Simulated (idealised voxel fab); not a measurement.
voxel self aligned contacts: a process module
The cross-section on display is named cut; it measures 285 nm wide, and its cells are 5 nm squares.
Square cells in a grid make up a cross-section in this document, and the grid is given as bands, listed from the top down, each one or more rows of cells. First you get the band's top height and its bottom height, in nm, and then the materials it's made of, left to right, with each width in nm. If you see a single material with "everywhere", that one covers the band edge to edge. "blank" is empty space. Ref level 0: as-received wafer is one material below here. Bottom band extends down with no lower bound ("0 down"). The notation "30 to 40" denotes a width that varies across the rows of cells in the band, beginning at the first number in the top row, finishing at the second number in the bottom row, and changing by an identical amount from each row to the next. You'll sometimes find "left unchanged" written for a step, and that's the way of saying that nowhere in the cross-section did a cell change during that step. You'll see "Enclosed void list" listing empty spaces that have no way open to the top, as long as they're 8 cells or more; the notation is width x height at distance, where the distance is from the left edge, and all of it is in nm. Past the settings on a step's line: simulator remark, on that step. When a step includes a mask, the "overlay nm" setting on its line states how far to the right of its planned place that mask lay, and negative values state how far to the left.

[The process steps that were planned are listed below]
step 1: RECEIVE [material Si]
step 2: CONFORMAL_DEP [material SiO2] [thk nm 5]
step 3: DIRECTIONAL_DEP [material polySi] [thk nm 25]
step 4: DIRECTIONAL_DEP [material SiN] [thk nm 15]
step 5: DIRECTIONAL_DEP [material aC] [thk nm 15]
step 6: PATTERN [tone cover] [mask id GATE] [material resist] [width nm 35] [pitch nm 60] [thk nm 30] [overlay nm 0]
step 7: DIRECTIONAL_ETCH [etch materials aC] [depth nm 15]
step 8: STRIP [etch materials resist]
step 9: DIRECTIONAL_ETCH [etch materials SiN] [depth nm 15]
step 10: DIRECTIONAL_ETCH [etch materials polySi] [depth nm 25]
step 11: STRIP [etch materials aC]
step 12: CONFORMAL_DEP [material SiN] [thk nm 5]
step 13: DIRECTIONAL_ETCH [etch materials SiN] [depth nm 5]
step 14: FILL_DEP [material SiO2] [thk nm 15]
step 15: CMP [height nm 55]
step 16: DIRECTIONAL_DEP [material aC] [thk nm 15]
step 17: PATTERN [tone open] [mask id CONTACT] [material resist] [width nm 45] [pitch nm 60] [thk nm 35] [overlay nm 0]
step 18: DIRECTIONAL_ETCH [etch materials aC] [depth nm 15]
step 19: STRIP [etch materials resist]
step 20: DIRECTIONAL_ETCH [etch materials SiO2] [depth nm 55]
step 21: STRIP [etch materials aC]
step 22: CONFORMAL_DEP [material TiN] [thk nm 5]
step 23: FILL_DEP [material Ru] [thk nm 5]
step 24: CMP [height nm 55]
step 25: CONFORMAL_DEP [material SiCN] [thk nm 5]

[Cross-section of the wafer as it came to us, i.e., already through step 1]
0 down  Si everywhere
Enclosed void list: none

[Cross-section taken at module completion on the first of two wafers; processed per the plan]
60 to 55  SiCN everywhere
55 to 45  SiO2: 90, then TiN: 5 to 20, then Ru: 35 to 5, then TiN: 5 to 20, then SiO2: 15, then TiN: 5 to 20, then Ru: 35 to 5, then TiN: 5 to 20, then SiO2: 90
45 to 30  SiO2: 60, then SiN: 45, then TiN: 5, then Ru: 5, then TiN: 5, then SiN: 45, then TiN: 5, then Ru: 5, then TiN: 5, then SiN: 45, then SiO2: 60
30 to 5  SiO2: 60, then SiN: 5, then polySi: 35, then SiN: 5, then TiN: 5, then Ru: 5, then TiN: 5, then SiN: 5, then polySi: 35, then SiN: 5, then TiN: 5, then Ru: 5, then TiN: 5, then SiN: 5, then polySi: 35, then SiN: 5, then SiO2: 60
5 to 0  SiO2: 105, then TiN: 15, then SiO2: 45, then TiN: 15, then SiO2: 105
0 down  Si everywhere
Enclosed void list: none

[Wafer two cross-section, module end. Start and plan unchanged from wafer one; one mistake made during the run]
60 to 55  SiCN everywhere
55 to 50  SiO2: 90, then TiN: 20, then Ru: 5, then TiN: 20, then SiO2: 15, then TiN: 20, then Ru: 5, then TiN: 20, then SiO2: 90
50 to 45  SiO2: 60, then Ru: 45, then TiN: 5, then Ru: 5, then TiN: 5, then Ru: 45, then TiN: 5, then Ru: 5, then TiN: 5, then Ru: 45, then SiO2: 60
45 to 30  SiO2: 60, then Ru: 5, then SiN: 35, then Ru: 5, then TiN: 5, then Ru: 5, then TiN: 5, then Ru: 5, then SiN: 35, then Ru: 5, then TiN: 5, then Ru: 5, then TiN: 5, then Ru: 5, then SiN: 35, then Ru: 5, then SiO2: 60
30 to 15  SiO2: 60, then Ru: 5, then polySi: 35, then Ru: 5, then TiN: 5, then Ru: 5, then TiN: 5, then Ru: 5, then polySi: 35, then Ru: 5, then TiN: 5, then Ru: 5, then TiN: 5, then Ru: 5, then polySi: 35, then Ru: 5, then SiO2: 60
15 to 10  SiO2: 60, then Ru: 5, then polySi: 35, then Ru: 5, then TiN: 15, then Ru: 5, then polySi: 35, then Ru: 5, then TiN: 15, then Ru: 5, then polySi: 35, then Ru: 5, then SiO2: 60
10 to 5  Ru: 65, then polySi: 35, then Ru: 25, then polySi: 35, then Ru: 25, then polySi: 35, then Ru: 65
5 to 0  SiO2 everywhere
0 down  Si everywhere
Enclosed void list: none
Diagnosis: it should be noted that step 12 was executed with settings other than those planned, the operation and settings actually applied being CONFORMAL_DEP [material Ru] [thk nm 5]
The final cell counts differ between the wafers, with the second having more or fewer of some materials than the first: +89 Ru, -48 SiN, -33 SiO2, -8 TiN
